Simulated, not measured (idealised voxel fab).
Herein follows the process module entitled voxel fin reveal.
The figure presents cross-section cut, which has a width of 200 nm and is divided into square cells with an edge length of 5 nm.
If you're reading a cross-section in this doc, picture square cells in a grid; it comes to you as bands, top ones listed first down to the bottom, and a band can be one or more rows of cells.
Within each band entry, the heights of the top and of the bottom of the band appear first, in that order and in nm; the materials of the band then follow from left to right, each with its corresponding width in nm. The designation "everywhere" on a single material indicates that it fills the band from edge to edge; the designation "blank" indicates empty space.
For the purposes of this specification, 0 denotes the height below which the wafer in its as-received condition is composed wholly of one material, and the lowermost band, lacking a lower limit, extends downward without end, as expressed in "0..down".
Width "30->40": first value at the band's top row of cells, second value at its bottom row, equal change from row to row.
It should be understood that the words "no alteration", when stated for a given step, signify that the cross-section underwent no change in any of its cells during that step.
For the entry "Fully sealed cavities", the listed items are empty spaces with no open way to the top whose size is 8 cells or more; each item follows the pattern width x height at distance, where distance is from the left edge and all three are in nm.
On each step's line, the part that comes after the settings is the simulator's own comment on the step.
You can add "overlay nm" to a step's line. For a step with a mask, it describes how far the mask lay to the right of its planned position, and a negative number describes a lay to the left.
THE STEPS PLANNED FOR THE PROCESS ARE AS FOLLOWS
| 1 | RECEIVE | material Si |
| 2 | CONFORMAL_DEP | material SiN | thk nm 5 |
| 3 | DIRECTIONAL_DEP | material aC | thk nm 10 |
| 4 | PATTERN | tone cover | mask id FINS | material resist | width nm 15 | pitch nm 35 | thk nm 30 | overlay nm 0 |
| 5 | DIRECTIONAL_ETCH | etch materials aC | depth nm 10 |
| 6 | STRIP | etch materials resist |
| 7 | DIRECTIONAL_ETCH | etch materials SiN | depth nm 5 |
| 8 | DIRECTIONAL_ETCH | etch materials Si | depth nm 25 |
| 9 | STRIP | etch materials aC |
| 10 | OXIDIZE | depth nm 5 |
| 11 | FILL_DEP | material SiO2 | thk nm 5 |
| 12 | CMP | height nm 5 |
| 13 | SELECTIVE_ETCH | etch materials SiO2 | depth nm 20 |
| 14 | STRIP | etch materials SiN |
Quick note for whoever runs this: the wafers start identical, but the depth nm at step 8 isn't the same across them. The plan just shows what the first wafer had.
STEP 1 COMPLETE: AS-RECEIVED CROSS-SECTION OF THE FIRST OF SEVERAL WAFERS
    0..down: Si everywhere
    Fully sealed cavities: none
MODULE END STATE AFTER FINAL STEP 14: CROSS-SECTION OF THE FIRST OF SEVERAL WAFERS
    0..-15: blank=45  Si=5  blank=30  Si=5  blank=30  Si=5  blank=30  Si=5  blank=45
    -15..-30: SiO2=45  Si=5  SiO2=30  Si=5  SiO2=30  Si=5  SiO2=30  Si=5  SiO2=45
    -30..down: Si everywhere
    Fully sealed cavities: none
CROSS-SECTION, MODULE END, FINAL OF SEVERAL WAFERS
    0..-15: blank=45  Si=5  blank=30  Si=5  blank=30  Si=5  blank=30  Si=5  blank=45
    -15..-55: SiO2=45  Si=5  SiO2=30  Si=5  SiO2=30  Si=5  SiO2=30  Si=5  SiO2=45
    -55..down: Si everywhere
    Fully sealed cavities: none
PER-WAFER ROWS BELOW. FOR EACH MATERIAL: CELLS GAINED (+) OR LOST (-) SINCE THE WAFER WAS RECEIVED, AS OF END OF MODULE. THEN: CLOSED VOIDS
depth nm 25; -216 Si; +108 SiO2; Fully sealed cavities: none
depth nm 30; -252 Si; +144 SiO2; Fully sealed cavities: none
depth nm 35; -288 Si; +180 SiO2; Fully sealed cavities: none
depth nm 40; -324 Si; +216 SiO2; Fully sealed cavities: none
depth nm 45; -360 Si; +252 SiO2; Fully sealed cavities: none
depth nm 50; -396 Si; +288 SiO2; Fully sealed cavities: none
